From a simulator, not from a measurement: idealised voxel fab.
The process module presented herein is designated voxel transistor to metal.
This is section cut - it's 185 nm across, gridded in 5 nm square cells.
Throughout this document, each cross-section is represented as a grid of square cells and is presented as a sequence of bands enumerated from the top downward, where a band comprises one or more rows of cells.
Heights first: top, then bottom, in nm. Then materials, left to right, each with a width in nm. "edge to edge" on a single material: fills the band edge to edge. "empty": empty space.
Note: height 0 marks the level under which the wafer is uniformly one material as received. Lowest band unbounded below, written "0 nm and below".
A two-number width, for instance "30..40", indicates that the width is equal to the first number in the top row of the band and to the second number in the bottom row, and that it changes by a constant amount per row of cells.
No cell of the cross-section changed in a step that is given as "no alteration".
Each empty space that has no open way to the top and spans at least 8 cells appears under "Unvented voids" as width x height at distance, the distance counted from the left edge, all in nm.
That trailing text on a step's line, after the settings, is the simulator's own remark on the step.
Among the settings permitted on a step's line is "overlay nm"; applied to a step with a mask, it specifies the extent to which the mask lay to the right of its planned position, whereas a negative figure signifies a position to the left.

Listed below are the process steps as planned:
1 RECEIVE (material Si)
2 CONFORMAL_DEP (material SiO2; thk nm 5)
3 CONFORMAL_DEP (material SiN; thk nm 10)
4 DIRECTIONAL_DEP (material aC; thk nm 10)
5 PATTERN (tone cover; mask id ACTIVE; material resist; width nm 100; thk nm 25; overlay nm 0)
6 DIRECTIONAL_ETCH (etch materials aC; depth nm 10)
7 STRIP (etch materials resist)
8 DIRECTIONAL_ETCH (etch materials SiN; depth nm 10)
9 DIRECTIONAL_ETCH (etch materials SiO2; depth nm 5)
10 DIRECTIONAL_ETCH (etch materials Si; depth nm 25)
11 STRIP (etch materials aC)
12 OXIDIZE (depth nm 5)
13 FILL_DEP (material SiO2; thk nm 5)
14 CMP (height nm 15)
15 SELECTIVE_ETCH (etch materials SiO2; depth nm 5)
16 STRIP (etch materials SiN)
17 SELECTIVE_ETCH (etch materials SiO2; depth nm 5)
18 OXIDIZE (depth nm 5)
19 DIRECTIONAL_DEP (material polySi; thk nm 30)
20 DIRECTIONAL_DEP (material SiCN; thk nm 15)
21 DIRECTIONAL_DEP (material aC; thk nm 15)
22 PATTERN (tone cover; mask id GATE; material resist; width nm 30; thk nm 35; overlay nm 0)
23 DIRECTIONAL_ETCH (etch materials aC; depth nm 15)
24 STRIP (etch materials resist)
25 DIRECTIONAL_ETCH (etch materials SiCN; depth nm 25)
26 DIRECTIONAL_ETCH (etch materials polySi; depth nm 40)
27 STRIP (etch materials aC)
28 CONFORMAL_DEP (material SiN; thk nm 5)
29 DIRECTIONAL_ETCH (etch materials SiN; depth nm 5)
30 DIRECTIONAL_ETCH (etch materials SiO2; depth nm 5)
31 DIRECTIONAL_ETCH (etch materials Si; depth nm 10)
32 EPI (material SiGe; thk nm 10)
33 FILL_DEP (material SiO2; thk nm 5)
34 CMP (height nm 30)
35 STRIP (etch materials polySi)
36 SELECTIVE_ETCH (etch materials SiO2; depth nm 5)
37 CONFORMAL_DEP (material HfO2; thk nm 5)
38 CONFORMAL_DEP (material TiN; thk nm 5)
39 FILL_DEP (material W; thk nm 5)
40 CMP (height nm 25)
41 DIRECTIONAL_DEP (material SiO2; thk nm 15)
42 PATTERN (tone open; mask id CONTACT; material resist; width nm 15; pitch nm 75; thk nm 20; overlay nm 0)
43 DIRECTIONAL_ETCH (etch materials SiO2; depth nm 45)
44 STRIP (etch materials resist)
45 CONFORMAL_DEP (material TiN; thk nm 5)
46 FILL_DEP (material W; thk nm 10)
47 CMP (height nm 40)
48 CONFORMAL_DEP (material SiCN; thk nm 5)
49 DIRECTIONAL_DEP (material lowk; thk nm 15)
50 MASKED_ETCH (tone open; mask id METAL_1; width nm 15; pitch nm 75; etch materials lowk; depth nm 15; overlay nm 0)
51 MASKED_ETCH (tone open; mask id METAL_1; width nm 15; pitch nm 75; etch materials SiCN; depth nm 5; overlay nm 0)
52 CONFORMAL_DEP (material TiN; thk nm 5)
53 FILL_DEP (material Cu; thk nm 5)
54 CMP (height nm 60)
55 CONFORMAL_DEP (material SiCN; thk nm 5)
56 DIRECTIONAL_DEP (material lowk; thk nm 35)
57 DIRECTIONAL_DEP (material aC; thk nm 10)
58 PATTERN (tone open; mask id METAL_2; material resist; width nm 15; pitch nm 75; thk nm 25; overlay nm 0)
59 DIRECTIONAL_ETCH (etch materials aC; depth nm 10)
60 STRIP (etch materials resist)
61 DIRECTIONAL_ETCH (etch materials lowk; depth nm 20)
62 STRIP (etch materials aC)
63 DIRECTIONAL_DEP (material aC; thk nm 15)
64 PATTERN (tone open; mask id METAL_2_HOLES; material resist; width nm 15; pitch nm 75; thk nm 30; overlay nm 0)
65 DIRECTIONAL_ETCH (etch materials aC; depth nm 15)
66 STRIP (etch materials resist)
67 DIRECTIONAL_ETCH (etch materials lowk; depth nm 15)
68 DIRECTIONAL_ETCH (etch materials SiCN; depth nm 5)
69 STRIP (etch materials aC)
70 CONFORMAL_DEP (material TiN; thk nm 5)
71 FILL_DEP (material Cu; thk nm 10)
72 CMP (height nm 90)
73 CONFORMAL_DEP (material SiCN; thk nm 5)
The value of height nm given for step 72 in the plan refers to the first wafer; the wafers vary in this setting and are alike at the start.

Received condition of the first of several wafers, sectioned: post-step 1:
- 0 nm and below = Si edge to edge
- Unvented voids: none

Per wafer (row), end of module: delta in cells per material since receipt, (+) for gained, (-) for lost; closed voids after that:
height nm 90, +16 Cu, +18 HfO2, -152 Si, +99 SiCN, +28 SiGe, +12 SiN, +316 SiO2, +94 TiN, +24 W, +248 lowk, Unvented voids: none
height nm 95, +18 Cu, +18 HfO2, -152 Si, +99 SiCN, +28 SiGe, +12 SiN, +316 SiO2, +98 TiN, +24 W, +279 lowk, Unvented voids: none
height nm 100, +20 Cu, +18 HfO2, -152 Si, +99 SiCN, +28 SiGe, +12 SiN, +316 SiO2, +102 TiN, +24 W, +310 lowk, Unvented voids: none
height nm 105, +22 Cu, +18 HfO2, -152 Si, +99 SiCN, +28 SiGe, +12 SiN, +316 SiO2, +137 TiN, +24 W, +310 lowk, Unvented voids: none
height nm 110, +59 Cu, +18 HfO2, -152 Si, +99 SiCN, +28 SiGe, +12 SiN, +316 SiO2, +137 TiN, +24 W, +310 lowk, Unvented voids: none
height nm 115, +96 Cu, +18 HfO2, -152 Si, +99 SiCN, +28 SiGe, +12 SiN, +316 SiO2, +137 TiN, +24 W, +310 lowk, Unvented voids: none
